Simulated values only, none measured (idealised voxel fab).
This section sets out a process module, namely voxel self aligned contacts.
Square cell edge 5 nm, section width 180 nm, ID cut.
Think of the cross-section as a grid of square cells. We describe it in bands, top to bottom, and each band covers one or more rows of those cells. Band: top height; bottom height; in nm. Then, left to right: material with width in nm, for each material. "throughout": a single material spanning edge to edge. "blank": empty space. Zero point of the height axis is 0; under it, received wafer = one material. Lowest band: continues down indefinitely, "z 0 and below". So if you see something like "30->40" for the width, read it as the top row of the band sitting at the first number and the bottom row at the second, with every row in between moving by the same amount as the last. No cell of the cross-section changed in a step that is given as "remained the same". "Closed void register" lists enclosed empty spaces (at least 8 cells, no open path upward to the top), each as width x height at distance from the left edge, in nm. That trailing text on a step's line, after the settings, is the simulator's own remark on the step. The optional step-line setting "overlay nm" applies to steps with a mask and quantifies how far to the right of its planned location the mask lay, a negative value indicating leftward placement. The remainder of this document consists of a sequence of paired cross-sections. Each pair presents the cross-section prior to one process step together with the cross-section following it, the latter being rendered only as deep as the lowest band that underwent change. The intervening step, together with its settings, is stated beneath each pair. Because the pairs may originate from different runs of this module on the same starting wafer, a given pair is to be read as continuing from the preceding pair only where its entry headed "State before step" so indicates.
[State before step]
	z 0 and below: Si throughout
	Closed void register: none
[Post-Step Appearance]
	z 5 to 0: SiO2 throughout
	below 0: unchanged
	Closed void register: none
Going from one cross-section above to the next, the wafer undergoes CONFORMAL_DEP: material SiO2, thk nm 5
State before step: refer to the pair immediately above; the cross-section shown after its step is the state before this one.
[Post-Step Appearance]
	z 25 to 5: polySi throughout
	below 5: unchanged
	Closed void register: none
Going from one cross-section above to the next, the wafer undergoes DIRECTIONAL_DEP: material polySi, thk nm 20
State before step: refer to the pair immediately above; the cross-section shown after its step is the state before this one.
[Post-Step Appearance]
	z 45 to 25: SiN throughout
	below 25: unchanged
	Closed void register: none
Going from one cross-section above to the next, the wafer undergoes DIRECTIONAL_DEP: material SiN, thk nm 20
State before step: refer to the pair immediately above; the cross-section shown after its step is the state before this one.
[Post-Step Appearance]
	z 45 to 25: blank 35 | SiN 30 | blank 45 | SiN 30 | blank 40
	below 25: unchanged
	Closed void register: none
Going from one cross-section above to the next, the wafer undergoes MASKED_ETCH: tone cover, mask id GATE, width nm 30, pitch nm 75, etch materials SiN, depth nm 20, overlay nm 0
State before step: refer to the pair immediately above; the cross-section shown after its step is the state before this one.
[Post-Step Appearance]
	z 45 to 25: blank 35 | SiN 30 | blank 45 | SiN 30 | blank 40
	z 25 to 5: blank 35 | polySi 30 | blank 45 | polySi 30 | blank 40
	below 5: unchanged
	Closed void register: none
Going from one cross-section above to the next, the wafer undergoes MASKED_ETCH: tone cover, mask id GATE, width nm 30, pitch nm 75, etch materials polySi, depth nm 20, overlay nm 0
State before step: refer to the pair immediately above; the cross-section shown after its step is the state before this one.
[Post-Step Appearance]
	z 55 to 25: blank 25 | SiN 50 | blank 25 | SiN 50 | blank 30
	z 25 to 15: blank 25 | SiN 10 | polySi 30 | SiN 10 | blank 25 | SiN 10 | polySi 30 | SiN 10 | blank 30
	z 15 to 5: SiN 35 | polySi 30 | SiN 45 | polySi 30 | SiN 40
	below 5: unchanged
	Closed void register: none
Going from one cross-section above to the next, the wafer undergoes CONFORMAL_DEP: material SiN, thk nm 10
State before step: refer to the pair immediately above; the cross-section shown after its step is the state before this one.
[Post-Step Appearance]
	z 45 to 25: blank 25 | SiN 50 | blank 25 | SiN 50 | blank 30
	z 25 to 5: blank 25 | SiN 10 | polySi 30 | SiN 10 | blank 25 | SiN 10 | polySi 30 | SiN 10 | blank 30
	below 5: unchanged
	Closed void register: none
Going from one cross-section above to the next, the wafer undergoes DIRECTIONAL_ETCH: etch materials SiN, depth nm 10
State before step: refer to the pair immediately above; the cross-section shown after its step is the state before this one.
[Post-Step Appearance]
	z 55 to 45: SiO2 throughout
	z 45 to 25: SiO2 25 | SiN 50 | SiO2 25 | SiN 50 | SiO2 30
	z 25 to 5: SiO2 25 | SiN 10 | polySi 30 | SiN 10 | SiO2 25 | SiN 10 | polySi 30 | SiN 10 | SiO2 30
	below 5: unchanged
	Closed void register: none
Going from one cross-section above to the next, the wafer undergoes FILL_DEP: material SiO2, thk nm 10
State before step: refer to the pair immediately above; the cross-section shown after its step is the state before this one.
[Post-Step Appearance]
	z 50 to 45: SiO2 throughout
	below 45: unchanged
	Closed void register: none
Going from one cross-section above to the next, the wafer undergoes CMP: height nm 50
State before step: refer to the pair immediately above; the cross-section shown after its step is the state before this one.
[Post-Step Appearance]
	z 70 to 50: resist 60 | blank 55 | resist 65
	below 50: unchanged
	Closed void register: none
Going from one cross-section above to the next, the wafer undergoes PATTERN: tone open, mask id CONTACT, material resist, width nm 55, thk nm 20, overlay nm 0
State before step: refer to the pair immediately above; the cross-section shown after its step is the state before this one.
[Post-Step Appearance]
	z 70 to 50: resist 60 | blank 55 | resist 65
	z 50 to 45: SiO2 60 | blank 55 | SiO2 65
	z 45 to 25: SiO2 25 | SiN 50 | blank 25 | SiN 50 | SiO2 30
	z 25 to 5: SiO2 25 | SiN 10 | polySi 30 | SiN 10 | blank 25 | SiN 10 | polySi 30 | SiN 10 | SiO2 30
	z 5 to 0: SiO2 75 | blank 25 | SiO2 80
	below 0: unchanged
	Closed void register: none
Going from one cross-section above to the next, the wafer undergoes DIRECTIONAL_ETCH: etch materials SiO2, depth nm 50
State before step: refer to the pair immediately above; the cross-section shown after its step is the state before this one.
[Post-Step Appearance]
	z 50 to 45: SiO2 60 | blank 55 | SiO2 65
	below 45: unchanged
	Closed void register: none
Going from one cross-section above to the next, the wafer undergoes STRIP: etch materials resist
State before step: refer to the pair immediately above; the cross-section shown after its step is the state before this one.
[Post-Step Appearance]
	z 55 to 50: TiN 65 | blank 45 | TiN 70
	z 50 to 45: SiO2 60 | TiN 20 | blank 15 | TiN 20 | SiO2 65
	z 45 to 25: SiO2 25 | SiN 50 | TiN 5 | blank 15 | TiN 5 | SiN 50 | SiO2 30
	z 25 to 5: SiO2 25 | SiN 10 | polySi 30 | SiN 10 | TiN 5 | blank 15 | TiN 5 | SiN 10 | polySi 30 | SiN 10 | SiO2 30
	z 5 to 0: SiO2 75 | TiN 25 | SiO2 80
	below 0: unchanged
	Closed void register: none
Going from one cross-section above to the next, the wafer undergoes CONFORMAL_DEP: material TiN, thk nm 5
State before step: refer to the pair immediately above; the cross-section shown after its step is the state before this one.
[Post-Step Appearance]
	z 60 to 55: Ru throughout
	z 55 to 50: TiN 65 | Ru 45 | TiN 70
	z 50 to 45: SiO2 60 | TiN 20 | Ru 15 | TiN 20 | SiO2 65
	z 45 to 25: SiO2 25 | SiN 50 | TiN 5 | Ru 15 | TiN 5 | SiN 50 | SiO2 30
	z 25 to 5: SiO2 25 | SiN 10 | polySi 30 | SiN 10 | TiN 5 | Ru 15 | TiN 5 | SiN 10 | polySi 30 | SiN 10 | SiO2 30
	below 5: unchanged
	Closed void register: none
Going from one cross-section above to the next, the wafer undergoes FILL_DEP: material Ru, thk nm 5
State before step: refer to the pair immediately above; the cross-section shown after its step is the state before this one.
[Post-Step Appearance]
	z 50 to 45: SiO2 60 | TiN 20 | Ru 15 | TiN 20 | SiO2 65
	below 45: unchanged
	Closed void register: none
Going from one cross-section above to the next, the wafer undergoes CMP: height nm 50
State before step: refer to the pair immediately above; the cross-section shown after its step is the state before this one.
[Post-Step Appearance]
	z 55 to 50: SiCN throughout
	below 50: unchanged
	Closed void register: none
Going from one cross-section above to the next, the wafer undergoes CONFORMAL_DEP: material SiCN, thk nm 5
[State before step]
	z 0 and below: Si throughout
	Closed void register: none
[Post-Step Appearance]
	z 20 to 0: polySi throughout
	below 0: unchanged
	Closed void register: none
Going from one cross-section above to the next, the wafer undergoes DIRECTIONAL_DEP: material polySi, thk nm 20
State before step: refer to the pair immediately above; the cross-section shown after its step is the state before this one.
[Post-Step Appearance]
	z 40 to 20: SiN throughout
	below 20: unchanged
	Closed void register: none
Going from one cross-section above to the next, the wafer undergoes DIRECTIONAL_DEP: material SiN, thk nm 20
State before step: refer to the pair immediately above; the cross-section shown after its step is the state before this one.
[Post-Step Appearance]
	z 40 to 20: blank 35 | SiN 30 | blank 45 | SiN 30 | blank 40
	below 20: unchanged
	Closed void register: none
Going from one cross-section above to the next, the wafer undergoes MASKED_ETCH: tone cover, mask id GATE, width nm 30, pitch nm 75, etch materials SiN, depth nm 20, overlay nm 0
State before step: refer to the pair immediately above; the cross-section shown after its step is the state before this one.
[Post-Step Appearance]
	z 40 to 20: blank 35 | SiN 30 | blank 45 | SiN 30 | blank 40
	z 20 to 0: blank 35 | polySi 30 | blank 45 | polySi 30 | blank 40
	below 0: unchanged
	Closed void register: none
Going from one cross-section above to the next, the wafer undergoes MASKED_ETCH: tone cover, mask id GATE, width nm 30, pitch nm 75, etch materials polySi, depth nm 20, overlay nm 0
State before step: refer to the pair immediately above; the cross-section shown after its step is the state before this one.
[Post-Step Appearance]
	z 50 to 20: blank 25 | SiN 50 | blank 25 | SiN 50 | blank 30
	z 20 to 10: blank 25 | SiN 10 | polySi 30 | SiN 10 | blank 25 | SiN 10 | polySi 30 | SiN 10 | blank 30
	z 10 to 0: SiN 35 | polySi 30 | SiN 45 | polySi 30 | SiN 40
	below 0: unchanged
	Closed void register: none
Going from one cross-section above to the next, the wafer undergoes CONFORMAL_DEP: material SiN, thk nm 10
State before step: refer to the pair immediately above; the cross-section shown after its step is the state before this one.
[Post-Step Appearance]
	z 40 to 20: blank 25 | SiN 50 | blank 25 | SiN 50 | blank 30
	z 20 to 0: blank 25 | SiN 10 | polySi 30 | SiN 10 | blank 25 | SiN 10 | polySi 30 | SiN 10 | blank 30
	below 0: unchanged
	Closed void register: none
Going from one cross-section above to the next, the wafer undergoes DIRECTIONAL_ETCH: etch materials SiN, depth nm 10
State before step: refer to the pair immediately above; the cross-section shown after its step is the state before this one.
[Post-Step Appearance]
	z 50 to 40: SiO2 throughout
	z 40 to 20: SiO2 25 | SiN 50 | SiO2 25 | SiN 50 | SiO2 30
	z 20 to 0: SiO2 25 | SiN 10 | polySi 30 | SiN 10 | SiO2 25 | SiN 10 | polySi 30 | SiN 10 | SiO2 30
	below 0: unchanged
	Closed void register: none
Going from one cross-section above to the next, the wafer undergoes FILL_DEP: material SiO2, thk nm 10
State before step: refer to the pair immediately above; the cross-section shown after its step is the state before this one.
[Post-Step Appearance]
	z 70 to 50: resist 60 | blank 55 | resist 65
	below 50: unchanged
	Closed void register: none
Going from one cross-section above to the next, the wafer undergoes PATTERN: tone open, mask id CONTACT, material resist, width nm 55, thk nm 20, overlay nm 0
State before step: refer to the pair immediately above; the cross-section shown after its step is the state before this one.
[Post-Step Appearance]
	z 70 to 50: resist 60 | blank 55 | resist 65
	z 50 to 40: SiO2 60 | blank 55 | SiO2 65
	z 40 to 20: SiO2 25 | SiN 50 | blank 25 | SiN 50 | SiO2 30
	z 20 to 0: SiO2 25 | SiN 10 | polySi 30 | SiN 10 | blank 25 | SiN 10 | polySi 30 | SiN 10 | SiO2 30
	below 0: unchanged
	Closed void register: none
Going from one cross-section above to the next, the wafer undergoes DIRECTIONAL_ETCH: etch materials SiO2, depth nm 50
State before step: refer to the pair immediately above; the cross-section shown after its step is the state before this one.
[Post-Step Appearance]
	z 50 to 40: SiO2 60 | blank 55 | SiO2 65
	below 40: unchanged
	Closed void register: none
Going from one cross-section above to the next, the wafer undergoes STRIP: etch materials resist
State before step: refer to the pair immediately above; the cross-section shown after its step is the state before this one.
[Post-Step Appearance]
	z 55 to 50: TiN 65 | blank 45 | TiN 70
	z 50 to 40: SiO2 60 | TiN 5->20 | blank 45->15 | TiN 5->20 | SiO2 65
	z 40 to 20: SiO2 25 | SiN 50 | TiN 5 | blank 15 | TiN 5 | SiN 50 | SiO2 30
	z 20 to 5: SiO2 25 | SiN 10 | polySi 30 | SiN 10 | TiN 5 | blank 15 | TiN 5 | SiN 10 | polySi 30 | SiN 10 | SiO2 30
	z 5 to 0: SiO2 25 | SiN 10 | polySi 30 | SiN 10 | TiN 25 | SiN 10 | polySi 30 | SiN 10 | SiO2 30
	below 0: unchanged
	Closed void register: none
Going from one cross-section above to the next, the wafer undergoes CONFORMAL_DEP: material TiN, thk nm 5
State before step: refer to the pair immediately above; the cross-section shown after its step is the state before this one.
[Post-Step Appearance]
	z 60 to 55: Ru throughout
	z 55 to 50: TiN 65 | Ru 45 | TiN 70
	z 50 to 40: SiO2 60 | TiN 5->20 | Ru 45->15 | TiN 5->20 | SiO2 65
	z 40 to 20: SiO2 25 | SiN 50 | TiN 5 | Ru 15 | TiN 5 | SiN 50 | SiO2 30
	z 20 to 5: SiO2 25 | SiN 10 | polySi 30 | SiN 10 | TiN 5 | Ru 15 | TiN 5 | SiN 10 | polySi 30 | SiN 10 | SiO2 30
	below 5: unchanged
	Closed void register: none
Going from one cross-section above to the next, the wafer undergoes FILL_DEP: material Ru, thk nm 5
State before step: refer to the pair immediately above; the cross-section shown after its step is the state before this one.
[Post-Step Appearance]
	z 50 to 40: SiO2 60 | TiN 5->20 | Ru 45->15 | TiN 5->20 | SiO2 65
	below 40: unchanged
	Closed void register: none
Going from one cross-section above to the next, the wafer undergoes CMP: height nm 50
State before step: refer to the pair immediately above; the cross-section shown after its step is the state before this one.
[Post-Step Appearance]
	z 55 to 50: SiCN throughout
	below 50: unchanged
	Closed void register: none
Going from one cross-section above to the next, the wafer undergoes CONFORMAL_DEP: material SiCN, thk nm 5
[State before step]
	z 45 to 25: SiN throughout
	z 25 to 5: polySi throughout
	z 5 to 0: SiO2 throughout
	z 0 and below: Si throughout
	Closed void register: none
[Post-Step Appearance]
	z 65 to 25: SiN throughout
	below 25: unchanged
	Closed void register: none
Going from one cross-section above to the next, the wafer undergoes DIRECTIONAL_DEP: material SiN, thk nm 20
State before step: refer to the pair immediately above; the cross-section shown after its step is the state before this one.
[Post-Step Appearance]
	z 65 to 45: blank 35 | SiN 30 | blank 45 | SiN 30 | blank 40
	below 45: unchanged
	Closed void register: none
Going from one cross-section above to the next, the wafer undergoes MASKED_ETCH: tone cover, mask id GATE, width nm 30, pitch nm 75, etch materials SiN, depth nm 20, overlay nm 0
State before step: refer to the pair immediately above; the cross-section shown after its step is the state before this one.
[Post-Step Appearance]
	z 75 to 55: blank 25 | SiN 50 | blank 25 | SiN 50 | blank 30
	z 55 to 25: SiN throughout
	below 25: unchanged
	Closed void register: none
Going from one cross-section above to the next, the wafer undergoes CONFORMAL_DEP: material SiN, thk nm 10
State before step: refer to the pair immediately above; the cross-section shown after its step is the state before this one.
[Post-Step Appearance]
	z 65 to 45: blank 25 | SiN 50 | blank 25 | SiN 50 | blank 30
	below 45: unchanged
	Closed void register: none
Going from one cross-section above to the next, the wafer undergoes DIRECTIONAL_ETCH: etch materials SiN, depth nm 10
State before step: refer to the pair immediately above; the cross-section shown after its step is the state before this one.
[Post-Step Appearance]
	z 75 to 65: SiO2 throughout
	z 65 to 45: SiO2 25 | SiN 50 | SiO2 25 | SiN 50 | SiO2 30
	below 45: unchanged
	Closed void register: none
Going from one cross-section above to the next, the wafer undergoes FILL_DEP: material SiO2, thk nm 10
State before step: refer to the pair immediately above; the cross-section shown after its step is the state before this one.
[Post-Step Appearance]
	z 50 to 45: SiO2 25 | SiN 50 | SiO2 25 | SiN 50 | SiO2 30
	below 45: unchanged
	Closed void register: none
Going from one cross-section above to the next, the wafer undergoes CMP: height nm 50
State before step: refer to the pair immediately above; the cross-section shown after its step is the state before this one.
[Post-Step Appearance]
	z 70 to 50: resist 60 | blank 55 | resist 65
	below 50: unchanged
	Closed void register: none
Going from one cross-section above to the next, the wafer undergoes PATTERN: tone open, mask id CONTACT, material resist, width nm 55, thk nm 20, overlay nm 0
State before step: refer to the pair immediately above; the cross-section shown after its step is the state before this one.
[Post-Step Appearance]
	z 70 to 50: resist 60 | blank 55 | resist 65
	z 50 to 45: SiO2 25 | SiN 50 | blank 25 | SiN 50 | SiO2 30
	below 45: unchanged
	Closed void register: none
Going from one cross-section above to the next, the wafer undergoes DIRECTIONAL_ETCH: etch materials SiO2, depth nm 50
State before step: refer to the pair immediately above; the cross-section shown after its step is the state before this one.
[Post-Step Appearance]
	z 50 to 45: SiO2 25 | SiN 50 | blank 25 | SiN 50 | SiO2 30
	below 45: unchanged
	Closed void register: none
Going from one cross-section above to the next, the wafer undergoes STRIP: etch materials resist
State before step: refer to the pair immediately above; the cross-section shown after its step is the state before this one.
[Post-Step Appearance]
	z 55 to 50: TiN 80 | blank 15 | TiN 85
	z 50 to 45: SiO2 25 | SiN 50 | TiN 25 | SiN 50 | SiO2 30
	below 45: unchanged
	Closed void register: none
Going from one cross-section above to the next, the wafer undergoes CONFORMAL_DEP: material TiN, thk nm 5
State before step: refer to the pair immediately above; the cross-section shown after its step is the state before this one.
[Post-Step Appearance]
	z 60 to 55: Ru throughout
	z 55 to 50: TiN 80 | Ru 15 | TiN 85
	below 50: unchanged
	Closed void register: none
Going from one cross-section above to the next, the wafer undergoes FILL_DEP: material Ru, thk nm 5
State before step: refer to the pair immediately above; the cross-section shown after its step is the state before this one.
[Post-Step Appearance]
	z 50 to 45: SiO2 25 | SiN 50 | TiN 25 | SiN 50 | SiO2 30
	below 45: unchanged
	Closed void register: none
Going from one cross-section above to the next, the wafer undergoes CMP: height nm 50
State before step: refer to the pair immediately above; the cross-section shown after its step is the state before this one.
[Post-Step Appearance]
	z 55 to 50: SiCN throughout
	below 50: unchanged
	Closed void register: none
Going from one cross-section above to the next, the wafer undergoes CONFORMAL_DEP: material SiCN, thk nm 5
[State before step]
	z 20 to 0: polySi throughout
	z 0 and below: Si throughout
	Closed void register: none
[Post-Step Appearance]
	z 25 to 20: SiO2 throughout
	below 20: unchanged
	Closed void register: none
Going from one cross-section above to the next, the wafer undergoes CONFORMAL_DEP: material SiO2, thk nm 5
State before step: refer to the pair immediately above; the cross-section shown after its step is the state before this one.
[Post-Step Appearance]
	z 45 to 25: SiN throughout
	below 25: unchanged
	Closed void register: none
Going from one cross-section above to the next, the wafer undergoes DIRECTIONAL_DEP: material SiN, thk nm 20
State before step: refer to the pair immediately above; the cross-section shown after its step is the state before this one.
[Post-Step Appearance]
	z 45 to 25: blank 35 | SiN 30 | blank 45 | SiN 30 | blank 40
	below 25: unchanged
	Closed void register: none
Going from one cross-section above to the next, the wafer undergoes MASKED_ETCH: tone cover, mask id GATE, width nm 30, pitch nm 75, etch materials SiN, depth nm 20, overlay nm 0
State before step: refer to the pair immediately above; the cross-section shown after its step is the state before this one.
[Post-Step Appearance]
	z 55 to 35: blank 25 | SiN 50 | blank 25 | SiN 50 | blank 30
	z 35 to 25: SiN throughout
	below 25: unchanged
	Closed void register: none
Going from one cross-section above to the next, the wafer undergoes CONFORMAL_DEP: material SiN, thk nm 10
State before step: refer to the pair immediately above; the cross-section shown after its step is the state before this one.
[Post-Step Appearance]
	z 45 to 25: blank 25 | SiN 50 | blank 25 | SiN 50 | blank 30
	below 25: unchanged
	Closed void register: none
Going from one cross-section above to the next, the wafer undergoes DIRECTIONAL_ETCH: etch materials SiN, depth nm 10
State before step: refer to the pair immediately above; the cross-section shown after its step is the state before this one.
[Post-Step Appearance]
	z 55 to 45: SiO2 throughout
	z 45 to 25: SiO2 25 | SiN 50 | SiO2 25 | SiN 50 | SiO2 30
	below 25: unchanged
	Closed void register: none
Going from one cross-section above to the next, the wafer undergoes FILL_DEP: material SiO2, thk nm 10
State before step: refer to the pair immediately above; the cross-section shown after its step is the state before this one.
[Post-Step Appearance]
	z 50 to 45: SiO2 throughout
	below 45: unchanged
	Closed void register: none
Going from one cross-section above to the next, the wafer undergoes CMP: height nm 50
State before step: refer to the pair immediately above; the cross-section shown after its step is the state before this one.
[Post-Step Appearance]
	z 70 to 50: resist 60 | blank 55 | resist 65
	below 50: unchanged
	Closed void register: none
Going from one cross-section above to the next, the wafer undergoes PATTERN: tone open, mask id CONTACT, material resist, width nm 55, thk nm 20, overlay nm 0
State before step: refer to the pair immediately above; the cross-section shown after its step is the state before this one.
[Post-Step Appearance]
	z 70 to 50: resist 60 | blank 55 | resist 65
	z 50 to 45: SiO2 60 | blank 55 | SiO2 65
	z 45 to 25: SiO2 25 | SiN 50 | blank 25 | SiN 50 | SiO2 30
	z 25 to 20: SiO2 75 | blank 25 | SiO2 80
	below 20: unchanged
	Closed void register: none
Going from one cross-section above to the next, the wafer undergoes DIRECTIONAL_ETCH: etch materials SiO2, depth nm 50
State before step: refer to the pair immediately above; the cross-section shown after its step is the state before this one.
[Post-Step Appearance]
	z 50 to 45: SiO2 60 | blank 55 | SiO2 65
	below 45: unchanged
	Closed void register: none
Going from one cross-section above to the next, the wafer undergoes STRIP: etch materials resist
State before step: refer to the pair immediately above; the cross-section shown after its step is the state before this one.
[Post-Step Appearance]
	z 55 to 50: TiN 65 | blank 45 | TiN 70
	z 50 to 45: SiO2 60 | TiN 20 | blank 15 | TiN 20 | SiO2 65
	z 45 to 25: SiO2 25 | SiN 50 | TiN 5 | blank 15 | TiN 5 | SiN 50 | SiO2 30
	z 25 to 20: SiO2 75 | TiN 25 | SiO2 80
	below 20: unchanged
	Closed void register: none
Going from one cross-section above to the next, the wafer undergoes CONFORMAL_DEP: material TiN, thk nm 5
State before step: refer to the pair immediately above; the cross-section shown after its step is the state before this one.
[Post-Step Appearance]
	z 60 to 55: Ru throughout
	z 55 to 50: TiN 65 | Ru 45 | TiN 70
	z 50 to 45: SiO2 60 | TiN 20 | Ru 15 | TiN 20 | SiO2 65
	z 45 to 25: SiO2 25 | SiN 50 | TiN 5 | Ru 15 | TiN 5 | SiN 50 | SiO2 30
	below 25: unchanged
	Closed void register: none
Going from one cross-section above to the next, the wafer undergoes FILL_DEP: material Ru, thk nm 5
State before step: refer to the pair immediately above; the cross-section shown after its step is the state before this one.
[Post-Step Appearance]
	z 50 to 45: SiO2 60 | TiN 20 | Ru 15 | TiN 20 | SiO2 65
	below 45: unchanged
	Closed void register: none
Going from one cross-section above to the next, the wafer undergoes CMP: height nm 50
State before step: refer to the pair immediately above; the cross-section shown after its step is the state before this one.
[Post-Step Appearance]
	z 55 to 50: SiCN throughout
	below 50: unchanged
	Closed void register: none
Going from one cross-section above to the next, the wafer undergoes CONFORMAL_DEP: material SiCN, thk nm 5
[State before step]
	z 50 to 45: SiO2 60 | TiN 20 | Ru 15 | TiN 20 | SiO2 65
	z 45 to 25: SiO2 25 | SiN 50 | TiN 5 | Ru 15 | TiN 5 | SiN 50 | SiO2 30
	z 25 to 5: SiO2 25 | SiN 10 | polySi 30 | SiN 10 | TiN 5 | Ru 15 | TiN 5 | SiN 10 | polySi 30 | SiN 10 | SiO2 30
	z 5 to 0: SiO2 75 | TiN 25 | SiO2 80
	z 0 and below: Si throughout
	Closed void register: none
[Post-Step Appearance]
	z 65 to 50: SiCN throughout
	below 50: unchanged
	Closed void register: none
Going from one cross-section above to the next, the wafer undergoes CONFORMAL_DEP: material SiCN, thk nm 15
[State before step]
	z 50 to 45: SiO2 throughout
	z 45 to 25: SiO2 25 | SiN 50 | SiO2 25 | SiN 50 | SiO2 30
	z 25 to 5: SiO2 25 | SiN 10 | polySi 30 | SiN 10 | SiO2 25 | SiN 10 | polySi 30 | SiN 10 | SiO2 30
	z 5 to 0: SiO2 throughout
	z 0 and below: Si throughout
	Closed void register: none
[Post-Step Appearance]
	z 70 to 50: resist 65 | blank 45 | resist 70
	below 50: unchanged
	Closed void register: none
Going from one cross-section above to the next, the wafer undergoes PATTERN: tone open, mask id CONTACT, material resist, width nm 45, thk nm 20, overlay nm 0
State before step: refer to the pair immediately above; the cross-section shown after its step is the state before this one.
[Post-Step Appearance]
	z 70 to 50: resist 65 | blank 45 | resist 70
	z 50 to 45: SiO2 65 | blank 45 | SiO2 70
	z 45 to 25: SiO2 25 | SiN 50 | blank 25 | SiN 50 | SiO2 30
	z 25 to 5: SiO2 25 | SiN 10 | polySi 30 | SiN 10 | blank 25 | SiN 10 | polySi 30 | SiN 10 | SiO2 30
	z 5 to 0: SiO2 75 | blank 25 | SiO2 80
	below 0: unchanged
	Closed void register: none
Going from one cross-section above to the next, the wafer undergoes DIRECTIONAL_ETCH: etch materials SiO2, depth nm 50
State before step: refer to the pair immediately above; the cross-section shown after its step is the state before this one.
[Post-Step Appearance]
	z 50 to 45: SiO2 65 | blank 45 | SiO2 70
	below 45: unchanged
	Closed void register: none
Going from one cross-section above to the next, the wafer undergoes STRIP: etch materials resist
State before step: refer to the pair immediately above; the cross-section shown after its step is the state before this one.
[Post-Step Appearance]
	z 55 to 50: TiN 70 | blank 35 | TiN 75
	z 50 to 45: SiO2 65 | TiN 15 | blank 15 | TiN 15 | SiO2 70
	z 45 to 25: SiO2 25 | SiN 50 | TiN 5 | blank 15 | TiN 5 | SiN 50 | SiO2 30
	z 25 to 5: SiO2 25 | SiN 10 | polySi 30 | SiN 10 | TiN 5 | blank 15 | TiN 5 | SiN 10 | polySi 30 | SiN 10 | SiO2 30
	z 5 to 0: SiO2 75 | TiN 25 | SiO2 80
	below 0: unchanged
	Closed void register: none
Going from one cross-section above to the next, the wafer undergoes CONFORMAL_DEP: material TiN, thk nm 5
State before step: refer to the pair immediately above; the cross-section shown after its step is the state before this one.
[Post-Step Appearance]
	z 60 to 55: Ru throughout
	z 55 to 50: TiN 70 | Ru 35 | TiN 75
	z 50 to 45: SiO2 65 | TiN 15 | Ru 15 | TiN 15 | SiO2 70
	z 45 to 25: SiO2 25 | SiN 50 | TiN 5 | Ru 15 | TiN 5 | SiN 50 | SiO2 30
	z 25 to 5: SiO2 25 | SiN 10 | polySi 30 | SiN 10 | TiN 5 | Ru 15 | TiN 5 | SiN 10 | polySi 30 | SiN 10 | SiO2 30
	below 5: unchanged
	Closed void register: none
Going from one cross-section above to the next, the wafer undergoes FILL_DEP: material Ru, thk nm 5
State before step: refer to the pair immediately above; the cross-section shown after its step is the state before this one.
[Post-Step Appearance]
	z 50 to 45: SiO2 65 | TiN 15 | Ru 15 | TiN 15 | SiO2 70
	below 45: unchanged
	Closed void register: none
Going from one cross-section above to the next, the wafer undergoes CMP: height nm 50
State before step: refer to the pair immediately above; the cross-section shown after its step is the state before this one.
[Post-Step Appearance]
	z 55 to 50: SiCN throughout
	below 50: unchanged
	Closed void register: none
Going from one cross-section above to the next, the wafer undergoes CONFORMAL_DEP: material SiCN, thk nm 5
[State before step]
	z 45 to 25: SiN throughout
	z 25 to 5: polySi throughout
	z 5 to 0: SiO2 throughout
	z 0 and below: Si throughout
	Closed void register: none
[Post-Step Appearance]
	z 45 to 25: blank 25 | SiN 30 | blank 45 | SiN 30 | blank 50
	below 25: unchanged
	Closed void register: none
Going from one cross-section above to the next, the wafer undergoes MASKED_ETCH: tone cover, mask id GATE, width nm 30, pitch nm 75, etch materials SiN, depth nm 20, overlay nm -10
State before step: refer to the pair immediately above; the cross-section shown after its step is the state before this one.
[Post-Step Appearance]
	z 45 to 25: blank 25 | SiN 30 | blank 45 | SiN 30 | blank 50
	z 25 to 5: blank 25 | polySi 40 | blank 35 | polySi 40 | blank 40
	below 5: unchanged
	Closed void register: none
Going from one cross-section above to the next, the wafer undergoes MASKED_ETCH: tone cover, mask id GATE, width nm 30, pitch nm 75, etch materials polySi, depth nm 20, overlay nm 0
State before step: refer to the pair immediately above; the cross-section shown after its step is the state before this one.
[Post-Step Appearance]
	z 55 to 35: blank 15 | SiN 50 | blank 25 | SiN 50 | blank 40
	z 35 to 25: blank 15 | SiN 60 | blank 15 | SiN 60 | blank 30
	z 25 to 15: blank 15 | SiN 10 | polySi 40 | SiN 10 | blank 15 | SiN 10 | polySi 40 | SiN 10 | blank 30
	z 15 to 5: SiN 25 | polySi 40 | SiN 35 | polySi 40 | SiN 40
	below 5: unchanged
	Closed void register: none
Going from one cross-section above to the next, the wafer undergoes CONFORMAL_DEP: material SiN, thk nm 10
State before step: refer to the pair immediately above; the cross-section shown after its step is the state before this one.
[Post-Step Appearance]
	z 45 to 25: blank 15 | SiN 50 | blank 25 | SiN 50 | blank 40
	z 25 to 5: blank 15 | SiN 10 | polySi 40 | SiN 10 | blank 15 | SiN 10 | polySi 40 | SiN 10 | blank 30
	below 5: unchanged
	Closed void register: none
Going from one cross-section above to the next, the wafer undergoes DIRECTIONAL_ETCH: etch materials SiN, depth nm 10
State before step: refer to the pair immediately above; the cross-section shown after its step is the state before this one.
[Post-Step Appearance]
	z 55 to 45: SiO2 throughout
	z 45 to 25: SiO2 15 | SiN 50 | SiO2 25 | SiN 50 | SiO2 40
	z 25 to 5: SiO2 15 | SiN 10 | polySi 40 | SiN 10 | SiO2 15 | SiN 10 | polySi 40 | SiN 10 | SiO2 30
	below 5: unchanged
	Closed void register: none
Going from one cross-section above to the next, the wafer undergoes FILL_DEP: material SiO2, thk nm 10
State before step: refer to the pair immediately above; the cross-section shown after its step is the state before this one.
[Post-Step Appearance]
	z 50 to 45: SiO2 throughout
	below 45: unchanged
	Closed void register: none
Going from one cross-section above to the next, the wafer undergoes CMP: height nm 50
State before step: refer to the pair immediately above; the cross-section shown after its step is the state before this one.
[Post-Step Appearance]
	z 70 to 50: resist 60 | blank 55 | resist 65
	below 50: unchanged
	Closed void register: none
Going from one cross-section above to the next, the wafer undergoes PATTERN: tone open, mask id CONTACT, material resist, width nm 55, thk nm 20, overlay nm 0
State before step: refer to the pair immediately above; the cross-section shown after its step is the state before this one.
[Post-Step Appearance]
	z 70 to 50: resist 60 | blank 55 | resist 65
	z 50 to 45: SiO2 60 | blank 55 | SiO2 65
	z 45 to 25: SiO2 15 | SiN 50 | blank 25 | SiN 50 | SiO2 40
	z 25 to 5: SiO2 15 | SiN 10 | polySi 40 | SiN 10 | blank 15 | SiN 10 | polySi 40 | SiN 10 | SiO2 30
	z 5 to 0: SiO2 75 | blank 15 | SiO2 90
	below 0: unchanged
	Closed void register: none
Going from one cross-section above to the next, the wafer undergoes DIRECTIONAL_ETCH: etch materials SiO2, depth nm 50
State before step: refer to the pair immediately above; the cross-section shown after its step is the state before this one.
[Post-Step Appearance]
	z 50 to 45: SiO2 60 | blank 55 | SiO2 65
	below 45: unchanged
	Closed void register: none
Going from one cross-section above to the next, the wafer undergoes STRIP: etch materials resist
